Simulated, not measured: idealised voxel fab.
The name of this process module is voxel ribs on slabs.
Cross-section cut spans 150 nm and uses square cells 5 nm in size.
Square cells in a grid make up a cross-section in this document, and the grid is given as bands, listed from the top down, each one or more rows of cells. Band: top and bottom heights (nm) first, top before bottom; then materials from left to right, widths in nm. "everywhere" marks a sole material filling the band edge to edge. "air" denotes empty space. The level at which height equals 0 is the one under which the wafer, as it arrives, is entirely one material. No lower edge exists for the bottom band, which continues downward and is notated as in "0 nm and below". It should be noted that a width expressed as "30..40" varies in equal increments from row to row of cells within the band, taking the value of the first number at the top row and that of the second number at the bottom row. No cell of the cross-section changed in a step that is given as "stayed the same". The list in "Closed voids list" covers empty spaces of 8 cells or more that cannot reach the top through any open way, and it gives each as width x height at distance; the distance is from the left edge, and width, height and distance are in nm. Whatever follows a step's settings on its line is a remark the simulator itself makes about that step. The line of a step may include "overlay nm". On a step with a mask, this value is how far to the right of its planned place the mask lay. A negative value means the mask lay to the left.

# plan
1 op RECEIVE | material Si
2 op DIRECTIONAL_DEP | material SiO2 | thk nm 30
3 op DIRECTIONAL_DEP | material polySi | thk nm 20
4 op DIRECTIONAL_DEP | material aC | thk nm 15
5 op PATTERN | tone cover | mask id RIB | material resist | width nm 30 | thk nm 30 | overlay nm -15
6 op DIRECTIONAL_ETCH | etch materials aC | depth nm 15
7 op STRIP | etch materials resist
8 op DIRECTIONAL_ETCH | etch materials polySi | depth nm 15
9 op STRIP | etch materials aC
10 op DIRECTIONAL_DEP | material aC | thk nm 10
11 op PATTERN | tone cover | mask id SLAB | material resist | width nm 90 | thk nm 25 | overlay nm 0
12 op DIRECTIONAL_ETCH | etch materials aC | depth nm 10
13 op STRIP | etch materials resist
14 op DIRECTIONAL_ETCH | etch materials polySi | depth nm 5
15 op STRIP | etch materials aC
16 op FILL_DEP | material SiO2 | thk nm 25
17 op CMP | height nm 65
18 op DIRECTIONAL_DEP | material W | thk nm 5
19 op PATTERN | tone cover | mask id HEATER | material resist | width nm 40 | thk nm 15 | overlay nm 0
20 op DIRECTIONAL_ETCH | etch materials W | depth nm 5
21 op STRIP | etch materials resist
22 op CONFORMAL_DEP | material SiN | thk nm 10
All wafers enter the flow in the same state. The overlay nm at step 5 differs from wafer to wafer, and the plan gives the value for the first wafer.

# Received condition of the first of several wafers, sectioned: post-step 1
> 0 nm and below  Si everywhere
> Closed voids list: none

# Each row below is a wafer at the end of the module, listing for every material the number of cells it has gained (+) or lost (-) since it was received, followed by its closed voids
overlay nm -15, +64 SiN, +354 SiO2, +8 W, +36 polySi, Closed voids list: none
overlay nm -10, +64 SiN, +354 SiO2, +8 W, +36 polySi, Closed voids list: none
overlay nm -5, +64 SiN, +354 SiO2, +8 W, +36 polySi, Closed voids list: none
overlay nm 0, +64 SiN, +354 SiO2, +8 W, +36 polySi, Closed voids list: none
overlay nm 5, +64 SiN, +354 SiO2, +8 W, +36 polySi, Closed voids list: none
overlay nm 10, +64 SiN, +354 SiO2, +8 W, +36 polySi, Closed voids list: none
overlay nm 15, +64 SiN, +354 SiO2, +8 W, +36 polySi, Closed voids list: none
